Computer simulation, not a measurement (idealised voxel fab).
Module name: voxel self aligned contacts (process module)
Pictured: cross-section cut, 225 nm wide, on a grid of 5 nm square cells.
The cross-sections in this document take the form of a grid made of square cells. They are written out as bands, in order from top to bottom. Each band consists of one or more rows of cells.
Top, bottom (nm), then materials left to right with widths (nm); lone material tagged "throughout" fills the whole band edge to edge; "blank" = empty space.
Heights are measured from 0, the level below which the as-received wafer is all one material; the lowest band has no bottom and continues downward, written as in "0 -> down".
A width such as "30..40" changes by the same amount from each row of cells to the next, from the band's top row to its bottom row.
Key: "no alteration" - step with no changed cell in the cross-section.
Enclosed voids (no open way to top), threshold 8 cells or more, entry "Sealed cavities", notation width x height at distance, distance from left edge, nm.
Text after the settings on a step's line: the simulator's own remark on that step.
The line of a step may include "overlay nm". On a step with a mask, this value is how far to the right of its planned place the mask lay. A negative value means the mask lay to the left.
## Listed below are the process steps as planned
1 RECEIVE | material Si
2 CONFORMAL_DEP | material SiO2 | thk nm 5
3 DIRECTIONAL_DEP | material polySi | thk nm 30
4 DIRECTIONAL_DEP | material SiN | thk nm 20
5 PATTERN | tone cover | mask id GATE | material resist | width nm 25 | pitch nm 60 | thk nm 20 | overlay nm 0
6 DIRECTIONAL_ETCH | etch materials SiN | depth nm 20
7 DIRECTIONAL_ETCH | etch materials polySi | depth nm 30
8 STRIP | etch materials resist
9 CONFORMAL_DEP | material SiN | thk nm 5
10 DIRECTIONAL_ETCH | etch materials SiN | depth nm 5
11 FILL_DEP | material SiO2 | thk nm 15
12 CMP | height nm 60
13 MASKED_ETCH | tone open | mask id CONTACT | width nm 45 | etch materials SiO2 | depth nm 60 | overlay nm 0
14 CONFORMAL_DEP | material TiN | thk nm 5
15 FILL_DEP | material Ru | thk nm 10
16 CMP | height nm 60
17 CONFORMAL_DEP | material SiCN | thk nm 5
## Shown in cross-section is the wafer as received, that is, as it stands after step 1
> 0 -> down: Si throughout
> Sealed cavities: none
## End-of-module cross-section of the first of two wafers, processed as planned
> 65 -> 60: SiCN throughout
> 60 -> 55: 90 nm SiO2  15 nm TiN  15 nm Ru  15 nm TiN  90 nm SiO2
> 55 -> 35: 65 nm SiO2  35 nm SiN  5 nm TiN  15 nm Ru  5 nm TiN  35 nm SiN  65 nm SiO2
> 35 -> 5: 65 nm SiO2  5 nm SiN  25 nm polySi  5 nm SiN  5 nm TiN  15 nm Ru  5 nm TiN  5 nm SiN  25 nm polySi  5 nm SiN  65 nm SiO2
> 5 -> 0: 100 nm SiO2  25 nm TiN  100 nm SiO2
> 0 -> down: Si throughout
> Sealed cavities: none
## Wafer two (of two), end-of-module cross-section: start = wafer one, plan = wafer one, one run mistake
> 65 -> 60: SiCN throughout
> 60 -> 55: 90 nm SiO2  25 nm TiN  15 nm Ru  5 nm TiN  90 nm SiO2
> 55 -> 35: 75 nm SiO2  35 nm SiN  5 nm TiN  15 nm Ru  5 nm TiN  35 nm SiN  55 nm SiO2
> 35 -> 5: 75 nm SiO2  5 nm SiN  25 nm polySi  5 nm SiN  5 nm TiN  15 nm Ru  5 nm TiN  5 nm SiN  25 nm polySi  5 nm SiN  55 nm SiO2
> 5 -> 0: 110 nm SiO2  25 nm TiN  90 nm SiO2
> 0 -> down: Si throughout
> Sealed cavities: none
Error vs. plan: step 5 was processed under conditions differing from the plan, specifically as PATTERN | tone cover | mask id GATE | material resist | width nm 25 | pitch nm 60 | thk nm 20 | overlay nm 10
End check, second vs first wafer: material counts in cells match, positions do not.
